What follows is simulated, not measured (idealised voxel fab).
Title: Process Module voxel transistor to metal
The figure presents cross-section cut, which has a width of 290 nm and is divided into square cells with an edge length of 5 nm.
Heads up, the way a cross-section reads in here is a grid of square cells, handed over as bands from the top down, with every band being one or more rows of cells.
Heights first: top, then bottom, in nm. Then materials, left to right, each with a width in nm. "full width" on a single material: fills the band edge to edge. "empty": empty space.
Counting heights begins at 0, where everything beneath is, in the wafer as received, one material. The lowest band has no bottom; it goes on downwards, as "z 0 and below" shows.
Width spec "30 to 40" -> top row of cells at first value, bottom row at second value, equal per-row change in between.
What does "remained the same" mean for a step? It means no cell of the cross-section changed in that step.
"Closed void entries" - sealed voids, min. 8 cells, no opening to top; format: width x height at distance (distance from left edge; nm throughout).
after a step's settings: what the simulator itself notes on the step
You can add "overlay nm" to a step's line. For a step with a mask, it describes how far the mask lay to the right of its planned position, and a negative number describes a lay to the left.
The planned process steps are enumerated hereunder
| 1 | op RECEIVE | material Si |
| 2 | op OXIDIZE | depth nm 5 |
| 3 | op CONFORMAL_DEP | material SiN | thk nm 10 |
| 4 | op PATTERN | tone cover | mask id ACTIVE | material resist | width nm 100 | pitch nm 125 | thk nm 20 | overlay nm 0 |
| 5 | op DIRECTIONAL_ETCH | etch materials SiN | depth nm 10 |
| 6 | op DIRECTIONAL_ETCH | etch materials SiO2 | depth nm 5 |
| 7 | op DIRECTIONAL_ETCH | etch materials Si | depth nm 20 |
| 8 | op STRIP | etch materials resist |
| 9 | op FILL_DEP | material SiO2 | thk nm 15 |
| 10 | op CMP | height nm 10 |
| 11 | op SELECTIVE_ETCH | etch materials SiO2 | depth nm 10 |
| 12 | op STRIP | etch materials SiN |
| 13 | op SELECTIVE_ETCH | etch materials SiO2 | depth nm 5 |
| 14 | op OXIDIZE | depth nm 5 |
| 15 | op DIRECTIONAL_DEP | material polySi | thk nm 25 |
| 16 | op DIRECTIONAL_DEP | material SiCN | thk nm 10 |
| 17 | op DIRECTIONAL_DEP | material aC | thk nm 15 |
| 18 | op PATTERN | tone cover | mask id GATE | material resist | width nm 20 | pitch nm 125 | thk nm 35 | overlay nm 0 |
| 19 | op DIRECTIONAL_ETCH | etch materials aC | depth nm 15 |
| 20 | op STRIP | etch materials resist |
| 21 | op DIRECTIONAL_ETCH | etch materials SiCN | depth nm 20 |
| 22 | op DIRECTIONAL_ETCH | etch materials polySi | depth nm 35 |
| 23 | op STRIP | etch materials aC |
| 24 | op CONFORMAL_DEP | material SiN | thk nm 10 |
| 25 | op DIRECTIONAL_ETCH | etch materials SiN | depth nm 10 |
| 26 | op DIRECTIONAL_ETCH | etch materials SiO2 | depth nm 5 |
| 27 | op EPI | material SiGe | thk nm 5 |
| 28 | op FILL_DEP | material SiO2 | thk nm 5 |
| 29 | op CMP | height nm 30 |
| 30 | op DIRECTIONAL_DEP | material SiO2 | thk nm 15 |
| 31 | op PATTERN | tone open | mask id CONTACT | material resist | width nm 25 | thk nm 15 | overlay nm 0 |
| 32 | op DIRECTIONAL_ETCH | etch materials SiO2 | depth nm 50 |
| 33 | op STRIP | etch materials resist |
| 34 | op CONFORMAL_DEP | material TiN | thk nm 5 |
| 35 | op FILL_DEP | material W | thk nm 10 |
| 36 | op CMP | height nm 45 |
| 37 | op DIRECTIONAL_DEP | material TiN | thk nm 5 |
| 38 | op DIRECTIONAL_DEP | material W | thk nm 20 |
| 39 | op DIRECTIONAL_DEP | material aC | thk nm 15 |
| 40 | op PATTERN | tone cover | mask id METAL_1 | material resist | width nm 15 | thk nm 30 | overlay nm 0 |
| 41 | op DIRECTIONAL_ETCH | etch materials aC | depth nm 15 |
| 42 | op STRIP | etch materials resist |
| 43 | op DIRECTIONAL_ETCH | etch materials W | depth nm 20 |
| 44 | op DIRECTIONAL_ETCH | etch materials TiN | depth nm 5 |
| 45 | op STRIP | etch materials aC |
| 46 | op CONFORMAL_DEP | material SiN | thk nm 5 |
| 47 | op FILL_DEP | material SiO2 | thk nm 5 |
| 48 | op CMP | height nm 70 |
| 49 | op CONFORMAL_DEP | material SiN | thk nm 5 |
This is the cross-section of the wafer as we received it, i.e. after step 1
> z 0 and below: Si full width
> Closed void entries: none
The following cross-section depicts the wafer upon conclusion of the module. Processing commenced from the starting condition illustrated above and adhered to the plan illustrated above, save for one mistake in execution
> z 75 to 70: SiN full width
> z 70 to 50: 25 SiO2 / 5 SiN / 15 W / 5 SiN / 40 SiO2 / 5 SiN / 15 W / 5 SiN / 35 SiO2 / 5 SiN / 15 W / 5 SiN / 40 SiO2 / 5 SiN / 15 W / 5 SiN / 50 SiO2
> z 50 to 45: 30 SiN / 15 TiN / 50 SiN / 15 TiN / 45 SiN / 15 TiN / 50 SiN / 15 TiN / 55 SiN
> z 45 to 35: 40 SiO2 / 5 TiN / 15 W / 5 TiN / 30 SiO2 / 5 TiN / 15 W / 5 TiN / 45 SiO2 / 5 TiN / 15 W / 5 TiN / 30 SiO2 / 5 TiN / 15 W / 5 TiN / 45 SiO2
> z 35 to 30: 40 SiO2 / 5 TiN / 10 W / 10 TiN / 30 SiO2 / 10 TiN / 10 W / 5 TiN / 45 SiO2 / 5 TiN / 10 W / 10 TiN / 30 SiO2 / 10 TiN / 10 W / 5 TiN / 45 SiO2
> z 30 to 20: 40 SiO2 / 5 TiN / 10 W / 5 TiN / 10 SiN / 20 SiCN / 10 SiN / 5 TiN / 10 W / 5 TiN / 45 SiO2 / 5 TiN / 10 W / 5 TiN / 10 SiN / 20 SiCN / 10 SiN / 5 TiN / 10 W / 5 TiN / 45 SiO2
> z 20 to 0: 40 SiO2 / 5 TiN / 10 W / 5 TiN / 10 SiN / 20 polySi / 10 SiN / 5 TiN / 10 W / 5 TiN / 45 SiO2 / 5 TiN / 10 W / 5 TiN / 10 SiN / 20 polySi / 10 SiN / 5 TiN / 10 W / 5 TiN / 45 SiO2
> z 0 to -5: 40 SiO2 / 20 TiN / 10 SiN / 20 polySi / 10 SiN / 20 TiN / 45 SiO2 / 20 TiN / 10 SiN / 20 polySi / 10 SiN / 20 TiN / 45 SiO2
> z -5 to -10: 25 SiO2 / 35 SiGe / 40 SiO2 / 35 SiGe / 15 SiO2 / 35 SiGe / 40 SiO2 / 35 SiGe / 30 SiO2
> z -10 to -25: 30 SiO2 / 100 Si / 25 SiO2 / 100 Si / 35 SiO2
> z -25 and below: Si full width
> Closed void entries: none
Processing error: step 40: run off-plan, actual operation and settings op PATTERN | tone cover | mask id METAL_1 | material resist | width nm 15 | thk nm 30 | overlay nm -10
